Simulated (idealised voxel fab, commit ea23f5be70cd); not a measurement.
process module | voxel wiring stack
cross-section cut | 215 nm wide | cells 5 nm
A cross-section is a grid of square cells, given in bands from the top down. A band is one or more rows of cells.
Each band's line starts with the height of the band's top and of its bottom, in nm. Then come its materials from left to right, each with its width in nm. One material with "throughout" fills the band from edge to edge. "air" is empty space.
Height 0 is the level under which the wafer as received is all one material. The lowest band goes on downwards, as in "0 down".
A width such as "30 to 40" changes by the same amount from each row of cells to the next, from the band's top row to its bottom row.
"no change" after a step means that no cell of the cross-section changed.
closed voids: empty space of 8 cells or more with no open way to the top, each as width x height at its distance from the left edge, in nm
after a step's settings: what the simulator itself notes on the step
overlay nm, on a step with a mask: how far to the right of its planned place the mask lay; to the left if negative
plan
1 op RECEIVE | material Si
2 op CONFORMAL_DEP | material SiO2 | thk nm 15
3 op DIRECTIONAL_DEP | material TiN | thk nm 5
4 op DIRECTIONAL_DEP | material Ru | thk nm 25
5 op PATTERN | tone cover | mask id METAL_1 | material resist | width nm 25 | pitch nm 45 | thk nm 20 | overlay nm 0
6 op DIRECTIONAL_ETCH | etch materials Ru | depth nm 25
7 op DIRECTIONAL_ETCH | etch materials TiN | depth nm 5
8 op STRIP | etch materials resist
9 op FILL_DEP | material lowk | thk nm 5
10 op CMP | height nm 45
11 op CONFORMAL_DEP | material SiCN | thk nm 5
12 op DIRECTIONAL_DEP | material lowk | thk nm 20
13 op PATTERN | tone open | mask id PLUG_1 | material resist | width nm 15 | pitch nm 45 | thk nm 20 | overlay nm 0
14 op DIRECTIONAL_ETCH | etch materials lowk | depth nm 20
15 op DIRECTIONAL_ETCH | etch materials SiCN | depth nm 5
16 op STRIP | etch materials resist
17 op EPI | material Ru | thk nm 10
18 op EPI | material Ru | thk nm 10
19 op EPI | material Ru | thk nm 5
20 op DIRECTIONAL_DEP | material TiN | thk nm 5
21 op DIRECTIONAL_DEP | material W | thk nm 15
22 op PATTERN | tone cover | mask id METAL_2 | material resist | width nm 25 | pitch nm 45 | thk nm 15 | overlay nm 0
23 op DIRECTIONAL_ETCH | etch materials W | depth nm 15
24 op DIRECTIONAL_ETCH | etch materials TiN | depth nm 5
25 op STRIP | etch materials resist
26 op CONFORMAL_DEP | material SiN | thk nm 5
27 op FILL_DEP | material SiO2 | thk nm 5
28 op CMP | height nm 90
29 op CONFORMAL_DEP | material SiN | thk nm 5
first wafer, as planned
as received, after step 1
  0 down: Si throughout
  closed voids: none
after step 2
  15 to 0: SiO2 throughout
  below 0: unchanged
after step 3
  20 to 15: TiN throughout
  below 15: unchanged
after step 4
  45 to 20: Ru throughout
  below 20: unchanged
after step 5
  65 to 45: air 50 | resist 25 | air 20 | resist 25 | air 20 | resist 25 | air 50
  below 45: unchanged
after step 6
  65 to 45: air 50 | resist 25 | air 20 | resist 25 | air 20 | resist 25 | air 50
  45 to 20: air 50 | Ru 25 | air 20 | Ru 25 | air 20 | Ru 25 | air 50
  below 20: unchanged
after step 7
  65 to 45: air 50 | resist 25 | air 20 | resist 25 | air 20 | resist 25 | air 50
  45 to 20: air 50 | Ru 25 | air 20 | Ru 25 | air 20 | Ru 25 | air 50
  20 to 15: air 50 | TiN 25 | air 20 | TiN 25 | air 20 | TiN 25 | air 50
  below 15: unchanged
after step 8
  45 to 20: air 50 | Ru 25 | air 20 | Ru 25 | air 20 | Ru 25 | air 50
  below 20: unchanged
after step 9
  50 to 45: lowk throughout
  45 to 20: lowk 50 | Ru 25 | lowk 20 | Ru 25 | lowk 20 | Ru 25 | lowk 50
  20 to 15: lowk 50 | TiN 25 | lowk 20 | TiN 25 | lowk 20 | TiN 25 | lowk 50
  below 15: unchanged
after step 10
  45 to 20: lowk 50 | Ru 25 | lowk 20 | Ru 25 | lowk 20 | Ru 25 | lowk 50
  below 20: unchanged
after step 11
  50 to 45: SiCN throughout
  below 45: unchanged
after step 12
  70 to 50: lowk throughout
  below 50: unchanged
after step 13
  90 to 70: resist 50 | air 15 | resist 30 | air 15 | resist 30 | air 15 | resist 60
  below 70: unchanged
after step 14
  90 to 70: resist 50 | air 15 | resist 30 | air 15 | resist 30 | air 15 | resist 60
  70 to 50: lowk 50 | air 15 | lowk 30 | air 15 | lowk 30 | air 15 | lowk 60
  below 50: unchanged
after step 15
  90 to 70: resist 50 | air 15 | resist 30 | air 15 | resist 30 | air 15 | resist 60
  70 to 50: lowk 50 | air 15 | lowk 30 | air 15 | lowk 30 | air 15 | lowk 60
  50 to 45: SiCN 50 | air 15 | SiCN 30 | air 15 | SiCN 30 | air 15 | SiCN 60
  below 45: unchanged
after step 16
  70 to 50: lowk 50 | air 15 | lowk 30 | air 15 | lowk 30 | air 15 | lowk 60
  below 50: unchanged
after step 17
  70 to 55: lowk 50 | air 15 | lowk 30 | air 15 | lowk 30 | air 15 | lowk 60
  55 to 50: lowk 50 | Ru 15 | lowk 30 | Ru 15 | lowk 30 | Ru 15 | lowk 60
  50 to 45: SiCN 50 | Ru 15 | SiCN 30 | Ru 15 | SiCN 30 | Ru 15 | SiCN 60
  below 45: unchanged
after step 18
  70 to 65: lowk 50 | air 15 | lowk 30 | air 15 | lowk 30 | air 15 | lowk 60
  65 to 50: lowk 50 | Ru 15 | lowk 30 | Ru 15 | lowk 30 | Ru 15 | lowk 60
  below 50: unchanged
after step 19
  70 to 50: lowk 50 | Ru 15 | lowk 30 | Ru 15 | lowk 30 | Ru 15 | lowk 60
  below 50: unchanged
after step 20
  75 to 70: TiN throughout
  below 70: unchanged
after step 21
  90 to 75: W throughout
  below 75: unchanged
after step 22
  105 to 90: air 50 | resist 25 | air 20 | resist 25 | air 20 | resist 25 | air 50
  below 90: unchanged
after step 23
  105 to 90: air 50 | resist 25 | air 20 | resist 25 | air 20 | resist 25 | air 50
  90 to 75: air 50 | W 25 | air 20 | W 25 | air 20 | W 25 | air 50
  below 75: unchanged
after step 24
  105 to 90: air 50 | resist 25 | air 20 | resist 25 | air 20 | resist 25 | air 50
  90 to 75: air 50 | W 25 | air 20 | W 25 | air 20 | W 25 | air 50
  75 to 70: air 50 | TiN 25 | air 20 | TiN 25 | air 20 | TiN 25 | air 50
  below 70: unchanged
after step 25
  90 to 75: air 50 | W 25 | air 20 | W 25 | air 20 | W 25 | air 50
  below 75: unchanged
after step 26
  95 to 90: air 45 | SiN 35 | air 10 | SiN 35 | air 10 | SiN 35 | air 45
  90 to 75: air 45 | SiN 5 | W 25 | SiN 5 | air 10 | SiN 5 | W 25 | SiN 5 | air 10 | SiN 5 | W 25 | SiN 5 | air 45
  75 to 70: SiN 50 | TiN 25 | SiN 20 | TiN 25 | SiN 20 | TiN 25 | SiN 50
  below 70: unchanged
after step 27
  100 to 95: SiO2 throughout
  95 to 90: SiO2 45 | SiN 35 | SiO2 10 | SiN 35 | SiO2 10 | SiN 35 | SiO2 45
  90 to 75: SiO2 45 | SiN 5 | W 25 | SiN 5 | SiO2 10 | SiN 5 | W 25 | SiN 5 | SiO2 10 | SiN 5 | W 25 | SiN 5 | SiO2 45
  below 75: unchanged
after step 28
  90 to 75: SiO2 45 | SiN 5 | W 25 | SiN 5 | SiO2 10 | SiN 5 | W 25 | SiN 5 | SiO2 10 | SiN 5 | W 25 | SiN 5 | SiO2 45
  below 75: unchanged
after step 29
  95 to 90: SiN throughout
  below 90: unchanged
second wafer: like start, like plan, one mistake. Through step 11 it matches the first wafer
when step 12 should have ended
  90 to 50: lowk throughout
  below 50: unchanged
when step 13 should have ended
  110 to 90: resist 50 | air 15 | resist 30 | air 15 | resist 30 | air 15 | resist 60
  below 90: unchanged
when step 14 should have ended
  110 to 90: resist 50 | air 15 | resist 30 | air 15 | resist 30 | air 15 | resist 60
  90 to 70: lowk 50 | air 15 | lowk 30 | air 15 | lowk 30 | air 15 | lowk 60
  below 70: unchanged
when step 15 should have ended: no change
when step 16 should have ended
  90 to 70: lowk 50 | air 15 | lowk 30 | air 15 | lowk 30 | air 15 | lowk 60
  below 70: unchanged
when step 17 should have ended: no change
when step 18 should have ended: no change
when step 19 should have ended: no change
when step 20 should have ended
  95 to 90: TiN 50 | air 15 | TiN 30 | air 15 | TiN 30 | air 15 | TiN 60
  90 to 75: lowk 50 | air 15 | lowk 30 | air 15 | lowk 30 | air 15 | lowk 60
  75 to 70: lowk 50 | TiN 15 | lowk 30 | TiN 15 | lowk 30 | TiN 15 | lowk 60
  below 70: unchanged
when step 21 should have ended
  110 to 95: W 50 | air 15 | W 30 | air 15 | W 30 | air 15 | W 60
  95 to 90: TiN 50 | air 15 | TiN 30 | air 15 | TiN 30 | air 15 | TiN 60
  90 to 75: lowk 50 | W 15 | lowk 30 | W 15 | lowk 30 | W 15 | lowk 60
  below 75: unchanged
when step 22 should have ended
  125 to 110: air 50 | resist 25 | air 20 | resist 25 | air 20 | resist 25 | air 50
  110 to 95: W 50 | resist 15 | W 30 | resist 15 | W 30 | resist 15 | W 60
  95 to 90: TiN 50 | resist 15 | TiN 30 | resist 15 | TiN 30 | resist 15 | TiN 60
  below 90: unchanged
when step 23 should have ended
  125 to 110: air 50 | resist 25 | air 20 | resist 25 | air 20 | resist 25 | air 50
  110 to 95: air 50 | resist 15 | W 10 | air 20 | resist 15 | W 10 | air 20 | resist 15 | W 10 | air 50
  below 95: unchanged
when step 24 should have ended
  125 to 110: air 50 | resist 25 | air 20 | resist 25 | air 20 | resist 25 | air 50
  110 to 95: air 50 | resist 15 | W 10 | air 20 | resist 15 | W 10 | air 20 | resist 15 | W 10 | air 50
  95 to 90: air 50 | resist 15 | TiN 10 | air 20 | resist 15 | TiN 10 | air 20 | resist 15 | TiN 10 | air 50
  below 90: unchanged
when step 25 should have ended
  110 to 95: air 65 | W 10 | air 35 | W 10 | air 35 | W 10 | air 50
  95 to 90: air 65 | TiN 10 | air 35 | TiN 10 | air 35 | TiN 10 | air 50
  below 90: unchanged
when step 26 should have ended
  115 to 110: air 60 | SiN 20 | air 25 | SiN 20 | air 25 | SiN 20 | air 45
  110 to 95: air 60 | SiN 5 | W 10 | SiN 5 | air 25 | SiN 5 | W 10 | SiN 5 | air 25 | SiN 5 | W 10 | SiN 5 | air 45
  95 to 90: SiN 65 | TiN 10 | SiN 35 | TiN 10 | SiN 35 | TiN 10 | SiN 50
  below 90: unchanged
when step 27 should have ended
  120 to 115: SiO2 throughout
  115 to 110: SiO2 60 | SiN 20 | SiO2 25 | SiN 20 | SiO2 25 | SiN 20 | SiO2 45
  110 to 95: SiO2 60 | SiN 5 | W 10 | SiN 5 | SiO2 25 | SiN 5 | W 10 | SiN 5 | SiO2 25 | SiN 5 | W 10 | SiN 5 | SiO2 45
  below 95: unchanged
when step 28 should have ended
  90 to 75: lowk 50 | W 15 | lowk 30 | W 15 | lowk 30 | W 15 | lowk 60
  below 75: unchanged
when step 29 should have ended
  95 to 90: SiN throughout
  below 90: unchanged
what went wrong: step 12 was run twice
at the end the second wafer has, in cells: 45 fewer of Ru | 9 more of SiCN | 46 fewer of SiN | 66 fewer of SiO2 | 6 fewer of TiN | 18 fewer of W | 172 more of lowk
